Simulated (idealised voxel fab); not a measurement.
Title: Process Module voxel wiring stack
The figure presents cross-section cut, which has a width of 290 nm and is divided into square cells with an edge length of 5 nm.
Cross-section format: a grid of square cells, given as bands from top to bottom; each band is one or more rows of cells.
Within each band entry, the heights of the top and of the bottom of the band appear first, in that order and in nm; the materials of the band then follow from left to right, each with its corresponding width in nm. The designation "edge to edge" on a single material indicates that it fills the band from edge to edge; the designation "air" indicates empty space.
Where do heights start? At 0: under that level the wafer as delivered is made of one material only. And the lowest band has no floor; it just carries on downward, as in "0..down".
Graded width ("30->40"): value in top row of band = first number; value in bottom row = second number; row-to-row change constant.
Key: "left unchanged" - step with no changed cell in the cross-section.
The entry "Trapped cavities" lists the empty spaces that cover at least 8 cells and have no open path to the top. Each is written as width x height at distance, where the distance is measured from the left edge and all three values are in nm.
Whatever follows a step's settings on its line is a remark the simulator itself makes about that step.
"overlay nm" answers the question of how far to the right of plan the mask lay on a step that has a mask, and when it is negative the answer is to the left.
What follows is a series of pairs. Each pair shows a cross-section before one process step and the cross-section after it, and the after view is drawn only down to the lowest band that changed. Beneath each pair is the step that lies between the two, with its settings. Pairs may come from different runs of this module on the same starting wafer, so a pair continues from the one above it only where its entry headed "Snapshot before" says so.

Snapshot before
  135..105  air (105) | resist (30) | air (20) | resist (30) | air (105)
  105..90  aC edge to edge
  90..75  Ru edge to edge
  75..70  TiN edge to edge
  70..50  lowk (105) | TiN (5) | Cu (5) | TiN (5) | lowk (35) | TiN (5) | Cu (5) | TiN (5) | lowk (120)
  50..45  SiCN (105) | TiN (15) | SiCN (35) | TiN (15) | SiCN (120)
  45..40  lowk edge to edge
  40..20  lowk (105) | Ru (30) | lowk (20) | Ru (30) | lowk (105)
  20..15  lowk (105) | TiN (30) | lowk (20) | TiN (30) | lowk (105)
  15..0  SiO2 edge to edge
  0..down  Si edge to edge
  Trapped cavities: none

After the Step
  120..105  air (105) | resist (30) | air (20) | resist (30) | air (105)
  105..90  air (105) | aC (30) | air (20) | aC (30) | air (105)
  Heights below 90 show no change.
  Trapped cavities: none
The cross-sections above show the structure before and after this step: DIRECTIONAL_ETCH,etch materials aC,depth nm 15

Snapshot before: equal to the after panel directly above.

After the Step
  105..90  air (105) | aC (30) | air (20) | aC (30) | air (105)
  Heights below 90 show no change.
  Trapped cavities: none
The cross-sections above show the structure before and after this step: STRIP,etch materials resist

Snapshot before: equal to the after panel directly above.

After the Step
  105..90  air (105) | aC (30) | air (20) | aC (30) | air (105)
  90..75  air (105) | Ru (30) | air (20) | Ru (30) | air (105)
  Heights below 75 show no change.
  Trapped cavities: none
The cross-sections above show the structure before and after this step: DIRECTIONAL_ETCH,etch materials Ru,depth nm 15

Snapshot before: equal to the after panel directly above.

After the Step
  105..90  air (105) | aC (30) | air (20) | aC (30) | air (105)
  90..75  air (105) | Ru (30) | air (20) | Ru (30) | air (105)
  75..70  air (105) | TiN (30) | air (20) | TiN (30) | air (105)
  Heights below 70 show no change.
  Trapped cavities: none
The cross-sections above show the structure before and after this step: DIRECTIONAL_ETCH,etch materials TiN,depth nm 5

Snapshot before: equal to the after panel directly above.

After the Step
  90..75  air (105) | Ru (30) | air (20) | Ru (30) | air (105)
  Heights below 75 show no change.
  Trapped cavities: none
The cross-sections above show the structure before and after this step: STRIP,etch materials aC

Snapshot before: equal to the after panel directly above.

After the Step
  95..90  air (100) | SiCN (40) | air (10) | SiCN (40) | air (100)
  90..75  air (100) | SiCN (5) | Ru (30) | SiCN (5) | air (10) | SiCN (5) | Ru (30) | SiCN (5) | air (100)
  75..70  SiCN (105) | TiN (30) | SiCN (20) | TiN (30) | SiCN (105)
  Heights below 70 show no change.
  Trapped cavities: none
The cross-sections above show the structure before and after this step: CONFORMAL_DEP,material SiCN,thk nm 5

Snapshot before: equal to the after panel directly above.

After the Step
  105..95  lowk edge to edge
  95..90  lowk (100) | SiCN (40) | lowk (10) | SiCN (40) | lowk (100)
  90..75  lowk (100) | SiCN (5) | Ru (30) | SiCN (5) | lowk (10) | SiCN (5) | Ru (30) | SiCN (5) | lowk (100)
  Heights below 75 show no change.
  Trapped cavities: none
The cross-sections above show the structure before and after this step: FILL_DEP,material lowk,thk nm 10

Snapshot before: equal to the after panel directly above.

After the Step
  90..75  lowk (100) | SiCN (5) | Ru (30) | SiCN (5) | lowk (10) | SiCN (5) | Ru (30) | SiCN (5) | lowk (100)
  Heights below 75 show no change.
  Trapped cavities: none
The cross-sections above show the structure before and after this step: CMP,height nm 90

Snapshot before: equal to the after panel directly above.

After the Step
  95..90  SiN edge to edge
  Heights below 90 show no change.
  Trapped cavities: none
The cross-sections above show the structure before and after this step: CONFORMAL_DEP,material SiN,thk nm 5

Snapshot before
  105..90  aC edge to edge
  90..75  Ru edge to edge
  75..70  TiN edge to edge
  70..50  lowk (105) | TiN (5) | Cu (5) | TiN (5) | lowk (35) | TiN (5) | Cu (5) | TiN (5) | lowk (120)
  50..45  SiCN (105) | TiN (15) | SiCN (35) | TiN (15) | SiCN (120)
  45..20  lowk (105) | Ru (30) | lowk (20) | Ru (30) | lowk (105)
  20..15  lowk (105) | TiN (30) | lowk (20) | TiN (30) | lowk (105)
  15..0  SiO2 edge to edge
  0..down  Si edge to edge
  Trapped cavities: none

After the Step
  135..105  air (110) | resist (20) | air (30) | resist (20) | air (110)
  Heights below 105 show no change.
  Trapped cavities: none
The cross-sections above show the structure before and after this step: PATTERN,tone cover,mask id METAL_2,material resist,width nm 20,pitch nm 50,thk nm 30,overlay nm 0

Snapshot before: equal to the after panel directly above.

After the Step
  120..105  air (110) | resist (20) | air (30) | resist (20) | air (110)
  105..90  air (110) | aC (20) | air (30) | aC (20) | air (110)
  Heights below 90 show no change.
  Trapped cavities: none
The cross-sections above show the structure before and after this step: DIRECTIONAL_ETCH,etch materials aC,depth nm 15

Snapshot before: equal to the after panel directly above.

After the Step
  105..90  air (110) | aC (20) | air (30) | aC (20) | air (110)
  Heights below 90 show no change.
  Trapped cavities: none
The cross-sections above show the structure before and after this step: STRIP,etch materials resist

Snapshot before: equal to the after panel directly above.

After the Step
  105..90  air (110) | aC (20) | air (30) | aC (20) | air (110)
  90..75  air (110) | Ru (20) | air (30) | Ru (20) | air (110)
  Heights below 75 show no change.
  Trapped cavities: none
The cross-sections above show the structure before and after this step: DIRECTIONAL_ETCH,etch materials Ru,depth nm 15

Snapshot before: equal to the after panel directly above.

After the Step
  105..90  air (110) | aC (20) | air (30) | aC (20) | air (110)
  90..75  air (110) | Ru (20) | air (30) | Ru (20) | air (110)
  75..70  air (110) | TiN (20) | air (30) | TiN (20) | air (110)
  Heights below 70 show no change.
  Trapped cavities: none
The cross-sections above show the structure before and after this step: DIRECTIONAL_ETCH,etch materials TiN,depth nm 5

Snapshot before: equal to the after panel directly above.

After the Step
  90..75  air (110) | Ru (20) | air (30) | Ru (20) | air (110)
  Heights below 75 show no change.
  Trapped cavities: none
The cross-sections above show the structure before and after this step: STRIP,etch materials aC

Snapshot before: equal to the after panel directly above.

After the Step
  95..90  air (105) | SiCN (30) | air (20) | SiCN (30) | air (105)
  90..75  air (105) | SiCN (5) | Ru (20) | SiCN (5) | air (20) | SiCN (5) | Ru (20) | SiCN (5) | air (105)
  75..70  SiCN (110) | TiN (20) | SiCN (30) | TiN (20) | SiCN (110)
  Heights below 70 show no change.
  Trapped cavities: none
The cross-sections above show the structure before and after this step: CONFORMAL_DEP,material SiCN,thk nm 5

Snapshot before: equal to the after panel directly above.

After the Step
  105..95  lowk edge to edge
  95..90  lowk (105) | SiCN (30) | lowk (20) | SiCN (30) | lowk (105)
  90..75  lowk (105) | SiCN (5) | Ru (20) | SiCN (5) | lowk (20) | SiCN (5) | Ru (20) | SiCN (5) | lowk (105)
  Heights below 75 show no change.
  Trapped cavities: none
The cross-sections above show the structure before and after this step: FILL_DEP,material lowk,thk nm 10

Snapshot before: equal to the after panel directly above.

After the Step
  90..75  lowk (105) | SiCN (5) | Ru (20) | SiCN (5) | lowk (20) | SiCN (5) | Ru (20) | SiCN (5) | lowk (105)
  Heights below 75 show no change.
  Trapped cavities: none
The cross-sections above show the structure before and after this step: CMP,height nm 90

Snapshot before: equal to the after panel directly above.

After the Step
  95..90  SiN edge to edge
  Heights below 90 show no change.
  Trapped cavities: none
The cross-sections above show the structure before and after this step: CONFORMAL_DEP,material SiN,thk nm 5

Snapshot before
  105..90  aC edge to edge
  90..75  Ru edge to edge
  75..70  TiN edge to edge
  70..50  lowk (105) | TiN (5) | Cu (5) | TiN (5) | lowk (35) | TiN (5) | Cu (5) | TiN (5) | lowk (120)
  50..45  SiCN (105) | TiN (15) | SiCN (35) | TiN (15) | SiCN (120)
  45..20  lowk (105) | Ru (30) | lowk (20) | Ru (30) | lowk (105)
  20..15  lowk (105) | TiN (30) | lowk (20) | TiN (30) | lowk (105)
  15..0  SiO2 edge to edge
  0..down  Si edge to edge
  Trapped cavities: none

After the Step
  135..105  air (95) | resist (30) | air (20) | resist (30) | air (115)
  Heights below 105 show no change.
  Trapped cavities: none
The cross-sections above show the structure before and after this step: PATTERN,tone cover,mask id METAL_2,material resist,width nm 30,pitch nm 50,thk nm 30,overlay nm -10

Snapshot before: equal to the after panel directly above.

After the Step
  120..105  air (95) | resist (30) | air (20) | resist (30) | air (115)
  105..90  air (95) | aC (30) | air (20) | aC (30) | air (115)
  Heights below 90 show no change.
  Trapped cavities: none
The cross-sections above show the structure before and after this step: DIRECTIONAL_ETCH,etch materials aC,depth nm 15

Snapshot before: equal to the after panel directly above.

After the Step
  105..90  air (95) | aC (30) | air (20) | aC (30) | air (115)
  Heights below 90 show no change.
  Trapped cavities: none
The cross-sections above show the structure before and after this step: STRIP,etch materials resist

Snapshot before: equal to the after panel directly above.

After the Step
  105..90  air (95) | aC (30) | air (20) | aC (30) | air (115)
  90..75  air (95) | Ru (30) | air (20) | Ru (30) | air (115)
  Heights below 75 show no change.
  Trapped cavities: none
The cross-sections above show the structure before and after this step: DIRECTIONAL_ETCH,etch materials Ru,depth nm 15

Snapshot before: equal to the after panel directly above.

After the Step
  105..90  air (95) | aC (30) | air (20) | aC (30) | air (115)
  90..75  air (95) | Ru (30) | air (20) | Ru (30) | air (115)
  75..70  air (95) | TiN (30) | air (20) | TiN (30) | air (115)
  Heights below 70 show no change.
  Trapped cavities: none
The cross-sections above show the structure before and after this step: DIRECTIONAL_ETCH,etch materials TiN,depth nm 5

Snapshot before: equal to the after panel directly above.

After the Step
  90..75  air (95) | Ru (30) | air (20) | Ru (30) | air (115)
  Heights below 75 show no change.
  Trapped cavities: none
The cross-sections above show the structure before and after this step: STRIP,etch materials aC

Snapshot before: equal to the after panel directly above.

After the Step
  95..90  air (90) | SiCN (40) | air (10) | SiCN (40) | air (110)
  90..75  air (90) | SiCN (5) | Ru (30) | SiCN (5) | air (10) | SiCN (5) | Ru (30) | SiCN (5) | air (110)
  75..70  SiCN (95) | TiN (30) | SiCN (20) | TiN (30) | SiCN (115)
  Heights below 70 show no change.
  Trapped cavities: none
The cross-sections above show the structure before and after this step: CONFORMAL_DEP,material SiCN,thk nm 5

Snapshot before: equal to the after panel directly above.

After the Step
  105..95  lowk edge to edge
  95..90  lowk (90) | SiCN (40) | lowk (10) | SiCN (40) | lowk (110)
  90..75  lowk (90) | SiCN (5) | Ru (30) | SiCN (5) | lowk (10) | SiCN (5) | Ru (30) | SiCN (5) | lowk (110)
  Heights below 75 show no change.
  Trapped cavities: none
The cross-sections above show the structure before and after this step: FILL_DEP,material lowk,thk nm 10

Snapshot before: equal to the after panel directly above.

After the Step
  90..75  lowk (90) | SiCN (5) | Ru (30) | SiCN (5) | lowk (10) | SiCN (5) | Ru (30) | SiCN (5) | lowk (110)
  Heights below 75 show no change.
  Trapped cavities: none
The cross-sections above show the structure before and after this step: CMP,height nm 90

Snapshot before: equal to the after panel directly above.

After the Step
  95..90  SiN edge to edge
  Heights below 90 show no change.
  Trapped cavities: none
The cross-sections above show the structure before and after this step: CONFORMAL_DEP,material SiN,thk nm 5

Snapshot before
  0..down  Si edge to edge
  Trapped cavities: none

After the Step
  15..0  Ru edge to edge
  Heights below 0 show no change.
  Trapped cavities: none
The cross-sections above show the structure before and after this step: CONFORMAL_DEP,material Ru,thk nm 15

Snapshot before: equal to the after panel directly above.

After the Step
  20..15  TiN edge to edge
  Heights below 15 show no change.
  Trapped cavities: none
The cross-sections above show the structure before and after this step: DIRECTIONAL_DEP,material TiN,thk nm 5

Snapshot before: equal to the after panel directly above.

After the Step
  45..20  Ru edge to edge
  Heights below 20 show no change.
  Trapped cavities: none
The cross-sections above show the structure before and after this step: DIRECTIONAL_DEP,material Ru,thk nm 25

Snapshot before: equal to the after panel directly above.

After the Step
  65..45  air (105) | resist (30) | air (20) | resist (30) | air (105)
  Heights below 45 show no change.
  Trapped cavities: none
The cross-sections above show the structure before and after this step: PATTERN,tone cover,mask id METAL_1,material resist,width nm 30,pitch nm 50,thk nm 20,overlay nm 0

Snapshot before: equal to the after panel directly above.

After the Step
  65..45  air (105) | resist (30) | air (20) | resist (30) | air (105)
  45..20  air (105) | Ru (30) | air (20) | Ru (30) | air (105)
  Heights below 20 show no change.
  Trapped cavities: none
The cross-sections above show the structure before and after this step: DIRECTIONAL_ETCH,etch materials Ru,depth nm 25

Snapshot before: equal to the after panel directly above.

After the Step
  65..45  air (105) | resist (30) | air (20) | resist (30) | air (105)
  45..20  air (105) | Ru (30) | air (20) | Ru (30) | air (105)
  20..15  air (105) | TiN (30) | air (20) | TiN (30) | air (105)
  Heights below 15 show no change.
  Trapped cavities: none
The cross-sections above show the structure before and after this step: DIRECTIONAL_ETCH,etch materials TiN,depth nm 5

Snapshot before: equal to the after panel directly above.

After the Step
  45..20  air (105) | Ru (30) | air (20) | Ru (30) | air (105)
  Heights below 20 show no change.
  Trapped cavities: none
The cross-sections above show the structure before and after this step: STRIP,etch materials resist

Snapshot before: equal to the after panel directly above.

After the Step
  55..45  lowk edge to edge
  45..20  lowk (105) | Ru (30) | lowk (20) | Ru (30) | lowk (105)
  20..15  lowk (105) | TiN (30) | lowk (20) | TiN (30) | lowk (105)
  Heights below 15 show no change.
  Trapped cavities: none
The cross-sections above show the structure before and after this step: FILL_DEP,material lowk,thk nm 10

Snapshot before: equal to the after panel directly above.

After the Step
  45..20  lowk (105) | Ru (30) | lowk (20) | Ru (30) | lowk (105)
  Heights below 20 show no change.
  Trapped cavities: none
The cross-sections above show the structure before and after this step: CMP,height nm 45

Snapshot before: equal to the after panel directly above.

After the Step
  50..45  SiCN edge to edge
  Heights below 45 show no change.
  Trapped cavities: none
The cross-sections above show the structure before and after this step: CONFORMAL_DEP,material SiCN,thk nm 5

Snapshot before: equal to the after panel directly above.

After the Step
  70..50  lowk edge to edge
  Heights below 50 show no change.
  Trapped cavities: none
The cross-sections above show the structure before and after this step: DIRECTIONAL_DEP,material lowk,thk nm 20

Snapshot before: equal to the after panel directly above.

After the Step
  70..50  lowk (105) | air (15) | lowk (35) | air (15) | lowk (120)
  Heights below 50 show no change.
  Trapped cavities: none
The cross-sections above show the structure before and after this step: MASKED_ETCH,tone open,mask id PLUG_1,width nm 15,pitch nm 50,etch materials lowk,depth nm 20,overlay nm 0

Snapshot before: equal to the after panel directly above.

After the Step
  70..50  lowk (105) | air (15) | lowk (35) | air (15) | lowk (120)
  50..45  SiCN (105) | air (15) | SiCN (35) | air (15) | SiCN (120)
  Heights below 45 show no change.
  Trapped cavities: none
The cross-sections above show the structure before and after this step: MASKED_ETCH,tone open,mask id PLUG_1,width nm 15,pitch nm 50,etch materials SiCN,depth nm 5,overlay nm 0

Snapshot before: equal to the after panel directly above.

After the Step
  75..70  TiN (110) | air (5) | TiN (45) | air (5) | TiN (125)
  70..50  lowk (105) | TiN (5) | air (5) | TiN (5) | lowk (35) | TiN (5) | air (5) | TiN (5) | lowk (120)
  50..45  SiCN (105) | TiN (15) | SiCN (35) | TiN (15) | SiCN (120)
  Heights below 45 show no change.
  Trapped cavities: none
The cross-sections above show the structure before and after this step: CONFORMAL_DEP,material TiN,thk nm 5

Snapshot before: equal to the after panel directly above.

After the Step
  80..75  Cu edge to edge
  75..70  TiN (110) | Cu (5) | TiN (45) | Cu (5) | TiN (125)
  70..50  lowk (105) | TiN (5) | Cu (5) | TiN (5) | lowk (35) | TiN (5) | Cu (5) | TiN (5) | lowk (120)
  Heights below 50 show no change.
  Trapped cavities: none
The cross-sections above show the structure before and after this step: FILL_DEP,material Cu,thk nm 5

Snapshot before: equal to the after panel directly above.

After the Step
  70..50  lowk (105) | TiN (5) | Cu (5) | TiN (5) | lowk (35) | TiN (5) | Cu (5) | TiN (5) | lowk (120)
  Heights below 50 show no change.
  Trapped cavities: none
The cross-sections above show the structure before and after this step: CMP,height nm 70

Snapshot before: equal to the after panel directly above.

After the Step
  75..70  TiN edge to edge
  Heights below 70 show no change.
  Trapped cavities: none
The cross-sections above show the structure before and after this step: DIRECTIONAL_DEP,material TiN,thk nm 5

Snapshot before: equal to the after panel directly above.

After the Step
  90..75  Ru edge to edge
  Heights below 75 show no change.
  Trapped cavities: none
The cross-sections above show the structure before and after this step: DIRECTIONAL_DEP,material Ru,thk nm 15

Snapshot before: equal to the after panel directly above.

After the Step
  105..90  aC edge to edge
  Heights below 90 show no change.
  Trapped cavities: none
The cross-sections above show the structure before and after this step: DIRECTIONAL_DEP,material aC,thk nm 15

Snapshot before: equal to the after panel directly above.

After the Step
  135..105  air (105) | resist (30) | air (20) | resist (30) | air (105)
  Heights below 105 show no change.
  Trapped cavities: none
The cross-sections above show the structure before and after this step: PATTERN,tone cover,mask id METAL_2,material resist,width nm 30,pitch nm 50,thk nm 30,overlay nm 0

Snapshot before: equal to the after panel directly above.

After the Step
  120..105  air (105) | resist (30) | air (20) | resist (30) | air (105)
  105..90  air (105) | aC (30) | air (20) | aC (30) | air (105)
  Heights below 90 show no change.
  Trapped cavities: none
The cross-sections above show the structure before and after this step: DIRECTIONAL_ETCH,etch materials aC,depth nm 15

Snapshot before: equal to the after panel directly above.

After the Step
  105..90  air (105) | aC (30) | air (20) | aC (30) | air (105)
  Heights below 90 show no change.
  Trapped cavities: none
The cross-sections above show the structure before and after this step: STRIP,etch materials resist

Snapshot before: equal to the after panel directly above.

After the Step
  105..90  air (105) | aC (30) | air (20) | aC (30) | air (105)
  90..75  air (105) | Ru (30) | air (20) | Ru (30) | air (105)
  Heights below 75 show no change.
  Trapped cavities: none
The cross-sections above show the structure before and after this step: DIRECTIONAL_ETCH,etch materials Ru,depth nm 15

Snapshot before: equal to the after panel directly above.

After the Step
  105..90  air (105) | aC (30) | air (20) | aC (30) | air (105)
  90..75  air (105) | Ru (30) | air (20) | Ru (30) | air (105)
  75..70  air (105) | TiN (30) | air (20) | TiN (30) | air (105)
  Heights below 70 show no change.
  Trapped cavities: none
The cross-sections above show the structure before and after this step: DIRECTIONAL_ETCH,etch materials TiN,depth nm 5

Snapshot before: equal to the after panel directly above.

After the Step
  90..75  air (105) | Ru (30) | air (20) | Ru (30) | air (105)
  Heights below 75 show no change.
  Trapped cavities: none
The cross-sections above show the structure before and after this step: STRIP,etch materials aC

Snapshot before: equal to the after panel directly above.

After the Step
  95..90  air (100) | SiCN (40) | air (10) | SiCN (40) | air (100)
  90..75  air (100) | SiCN (5) | Ru (30) | SiCN (5) | air (10) | SiCN (5) | Ru (30) | SiCN (5) | air (100)
  75..70  SiCN (105) | TiN (30) | SiCN (20) | TiN (30) | SiCN (105)
  Heights below 70 show no change.
  Trapped cavities: none
The cross-sections above show the structure before and after this step: CONFORMAL_DEP,material SiCN,thk nm 5

Snapshot before: equal to the after panel directly above.

After the Step
  105..95  lowk edge to edge
  95..90  lowk (100) | SiCN (40) | lowk (10) | SiCN (40) | lowk (100)
  90..75  lowk (100) | SiCN (5) | Ru (30) | SiCN (5) | lowk (10) | SiCN (5) | Ru (30) | SiCN (5) | lowk (100)
  Heights below 75 show no change.
  Trapped cavities: none
The cross-sections above show the structure before and after this step: FILL_DEP,material lowk,thk nm 10

Snapshot before: equal to the after panel directly above.

After the Step
  90..75  lowk (100) | SiCN (5) | Ru (30) | SiCN (5) | lowk (10) | SiCN (5) | Ru (30) | SiCN (5) | lowk (100)
  Heights below 75 show no change.
  Trapped cavities: none
The cross-sections above show the structure before and after this step: CMP,height nm 90

Snapshot before: equal to the after panel directly above.

After the Step
  95..90  SiN edge to edge
  Heights below 90 show no change.
  Trapped cavities: none
The cross-sections above show the structure before and after this step: CONFORMAL_DEP,material SiN,thk nm 5

Snapshot before
  70..50  lowk edge to edge
  50..45  SiCN edge to edge
  45..20  lowk (105) | Ru (30) | lowk (20) | Ru (30) | lowk (105)
  20..15  lowk (105) | TiN (30) | lowk (20) | TiN (30) | lowk (105)
  15..0  SiO2 edge to edge
  0..down  Si edge to edge
  Trapped cavities: none

After the Step
  70..50  air (105) | lowk (15) | air (35) | lowk (15) | air (120)
  Heights below 50 show no change.
  Trapped cavities: none
The cross-sections above show the structure before and after this step: MASKED_ETCH,tone cover,mask id PLUG_1,width nm 15,pitch nm 50,etch materials lowk,depth nm 20,overlay nm 0

Snapshot before: equal to the after panel directly above.

After the Step
  75..70  air (100) | TiN (25) | air (25) | TiN (25) | air (115)
  70..55  air (100) | TiN (5) | lowk (15) | TiN (5) | air (25) | TiN (5) | lowk (15) | TiN (5) | air (115)
  55..50  TiN (105) | lowk (15) | TiN (35) | lowk (15) | TiN (120)
  Heights below 50 show no change.
  Trapped cavities: none
The cross-sections above show the structure before and after this step: CONFORMAL_DEP,material TiN,thk nm 5

Snapshot before: equal to the after panel directly above.

After the Step
  80..75  Cu edge to edge
  75..70  Cu (100) | TiN (25) | Cu (25) | TiN (25) | Cu (115)
  70..55  Cu (100) | TiN (5) | lowk (15) | TiN (5) | Cu (25) | TiN (5) | lowk (15) | TiN (5) | Cu (115)
  Heights below 55 show no change.
  Trapped cavities: none
The cross-sections above show the structure before and after this step: FILL_DEP,material Cu,thk nm 5

Snapshot before: equal to the after panel directly above.

After the Step
  70..55  Cu (100) | TiN (5) | lowk (15) | TiN (5) | Cu (25) | TiN (5) | lowk (15) | TiN (5) | Cu (115)
  Heights below 55 show no change.
  Trapped cavities: none
The cross-sections above show the structure before and after this step: CMP,height nm 70

Snapshot before: equal to the after panel directly above.

After the Step
  75..70  TiN edge to edge
  Heights below 70 show no change.
  Trapped cavities: none
The cross-sections above show the structure before and after this step: DIRECTIONAL_DEP,material TiN,thk nm 5

Snapshot before: equal to the after panel directly above.

After the Step
  90..75  Ru edge to edge
  Heights below 75 show no change.
  Trapped cavities: none
The cross-sections above show the structure before and after this step: DIRECTIONAL_DEP,material Ru,thk nm 15

Snapshot before: equal to the after panel directly above.

After the Step
  105..90  aC edge to edge
  Heights below 90 show no change.
  Trapped cavities: none
The cross-sections above show the structure before and after this step: DIRECTIONAL_DEP,material aC,thk nm 15

Snapshot before: equal to the after panel directly above.

After the Step
  135..105  air (105) | resist (30) | air (20) | resist (30) | air (105)
  Heights below 105 show no change.
  Trapped cavities: none
The cross-sections above show the structure before and after this step: PATTERN,tone cover,mask id METAL_2,material resist,width nm 30,pitch nm 50,thk nm 30,overlay nm 0

Snapshot before: equal to the after panel directly above.

After the Step
  120..105  air (105) | resist (30) | air (20) | resist (30) | air (105)
  105..90  air (105) | aC (30) | air (20) | aC (30) | air (105)
  Heights below 90 show no change.
  Trapped cavities: none
The cross-sections above show the structure before and after this step: DIRECTIONAL_ETCH,etch materials aC,depth nm 15

Snapshot before: equal to the after panel directly above.

After the Step
  105..90  air (105) | aC (30) | air (20) | aC (30) | air (105)
  Heights below 90 show no change.
  Trapped cavities: none
The cross-sections above show the structure before and after this step: STRIP,etch materials resist

Snapshot before: equal to the after panel directly above.

After the Step
  105..90  air (105) | aC (30) | air (20) | aC (30) | air (105)
  90..75  air (105) | Ru (30) | air (20) | Ru (30) | air (105)
  Heights below 75 show no change.
  Trapped cavities: none
The cross-sections above show the structure before and after this step: DIRECTIONAL_ETCH,etch materials Ru,depth nm 15

Snapshot before: equal to the after panel directly above.

After the Step
  105..90  air (105) | aC (30) | air (20) | aC (30) | air (105)
  90..75  air (105) | Ru (30) | air (20) | Ru (30) | air (105)
  75..70  air (105) | TiN (30) | air (20) | TiN (30) | air (105)
  Heights below 70 show no change.
  Trapped cavities: none
The cross-sections above show the structure before and after this step: DIRECTIONAL_ETCH,etch materials TiN,depth nm 5

Snapshot before: equal to the after panel directly above.

After the Step
  90..75  air (105) | Ru (30) | air (20) | Ru (30) | air (105)
  Heights below 75 show no change.
  Trapped cavities: none
The cross-sections above show the structure before and after this step: STRIP,etch materials aC

Snapshot before: equal to the after panel directly above.

After the Step
  95..90  air (100) | SiCN (40) | air (10) | SiCN (40) | air (100)
  90..75  air (100) | SiCN (5) | Ru (30) | SiCN (5) | air (10) | SiCN (5) | Ru (30) | SiCN (5) | air (100)
  75..70  SiCN (105) | TiN (30) | SiCN (20) | TiN (30) | SiCN (105)
  Heights below 70 show no change.
  Trapped cavities: none
The cross-sections above show the structure before and after this step: CONFORMAL_DEP,material SiCN,thk nm 5

Snapshot before: equal to the after panel directly above.

After the Step
  105..95  lowk edge to edge
  95..90  lowk (100) | SiCN (40) | lowk (10) | SiCN (40) | lowk (100)
  90..75  lowk (100) | SiCN (5) | Ru (30) | SiCN (5) | lowk (10) | SiCN (5) | Ru (30) | SiCN (5) | lowk (100)
  Heights below 75 show no change.
  Trapped cavities: none
The cross-sections above show the structure before and after this step: FILL_DEP,material lowk,thk nm 10

Snapshot before: equal to the after panel directly above.

After the Step
  90..75  lowk (100) | SiCN (5) | Ru (30) | SiCN (5) | lowk (10) | SiCN (5) | Ru (30) | SiCN (5) | lowk (100)
  Heights below 75 show no change.
  Trapped cavities: none
The cross-sections above show the structure before and after this step: CMP,height nm 90

Snapshot before: equal to the after panel directly above.

After the Step
  95..90  SiN edge to edge
  Heights below 90 show no change.
  Trapped cavities: none
The cross-sections above show the structure before and after this step: CONFORMAL_DEP,material SiN,thk nm 5
